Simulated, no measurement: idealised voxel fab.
A process module follows: voxel gate over fins.
Cross-sectional view cut (width: 290 nm; square cell size: 5 nm).
In what follows, cross-sections appear as grids of square cells, described through bands that run from the top down, where every band is one or more rows of cells.
Within each band entry, the heights of the top and of the bottom of the band appear first, in that order and in nm; the materials of the band then follow from left to right, each with its corresponding width in nm. The designation "edge to edge" on a single material indicates that it fills the band from edge to edge; the designation "air" indicates empty space.
Heights are expressed relative to 0, this being the level below which the as-received wafer comprises one material exclusively. The lowest band is unbounded in the downward direction and is denoted as in "z 0 and below".
You'd read "30..40" like this: the band's top row of cells is as wide as the first number, its bottom row is as wide as the second, and going down, every row changes width by the same amount as the row before did.
"changes: none" after a step means that no cell of the cross-section changed.
Empty spaces counting at least 8 cells and having no open way to the top are listed in "Enclosed void list". The notation width x height at distance is used for each, the distance being from the left edge and all three values in nm.
Where a step's line continues beyond its settings, the continuation is a remark by the simulator itself on that step.
A step line may carry the setting "overlay nm", which, for steps involving a mask, states the distance by which the mask lay to the right of its intended position; negative values denote displacement to the left.

The process steps that were planned are listed below
1) RECEIVE [material Si]
2) CONFORMAL_DEP [material SiN] [thk nm 5]
3) PATTERN [tone cover] [mask id FINS] [material resist] [width nm 15] [pitch nm 35] [thk nm 20] [overlay nm 0]
4) DIRECTIONAL_ETCH [etch materials SiN] [depth nm 5]
5) DIRECTIONAL_ETCH [etch materials Si] [depth nm 35]
6) STRIP [etch materials resist]
7) FILL_DEP [material SiO2] [thk nm 5]
8) CMP [height nm 5]
9) SELECTIVE_ETCH [etch materials SiO2] [depth nm 20]
10) STRIP [etch materials SiN]
11) CONFORMAL_DEP [material HfO2] [thk nm 5]
12) CONFORMAL_DEP [material TiN] [thk nm 5]
13) CONFORMAL_DEP [material TiAl] [thk nm 5]
14) CONFORMAL_DEP [material TiN] [thk nm 5]
15) FILL_DEP [material W] [thk nm 10]
16) CMP [height nm 25]
17) CONFORMAL_DEP [material SiCN] [thk nm 5]

As received, after step 1
- z 0 and below = Si edge to edge
- Enclosed void list: none

Module complete, cross-section. Starting point and plan per above. One mistake made in running the module
- z 30 to 25 = SiCN edge to edge
- z 25 to 20 = W edge to edge
- z 20 to 15 = 80 W; 130 TiN; 80 W
- z 15 to 10 = 80 W; 5 TiN; 120 TiAl; 5 TiN; 80 W
- z 10 to 5 = 80 W; 5 TiN; 5 TiAl; 110 TiN; 5 TiAl; 5 TiN; 80 W
- z 5 to 0 = 85 TiN; 5 TiAl; 5 TiN; 30 HfO2; 5 TiN; 30 HfO2; 5 TiN; 30 HfO2; 5 TiN; 5 TiAl; 85 TiN
- z 0 to -5 = 90 TiAl; 5 TiN; 5 HfO2; 20 Si; 5 HfO2; 5 TiN; 5 HfO2; 20 Si; 5 HfO2; 5 TiN; 5 HfO2; 20 Si; 5 HfO2; 5 TiN; 90 TiAl
- z -5 to -10 = 95 TiN; 5 HfO2; 20 Si; 5 HfO2; 5 TiN; 5 HfO2; 20 Si; 5 HfO2; 5 TiN; 5 HfO2; 20 Si; 5 HfO2; 95 TiN
- z -10 to -15 = 100 HfO2; 20 Si; 15 HfO2; 20 Si; 15 HfO2; 20 Si; 100 HfO2
- z -15 to -35 = 100 SiO2; 20 Si; 15 SiO2; 20 Si; 15 SiO2; 20 Si; 100 SiO2
- z -35 and below = Si edge to edge
- Enclosed void list: none
Want to know what went wrong? note that step 3 departed from the planned setting and was carried out as PATTERN [tone cover] [mask id FINS] [material resist] [width nm 20] [pitch nm 35] [thk nm 20] [overlay nm 0]
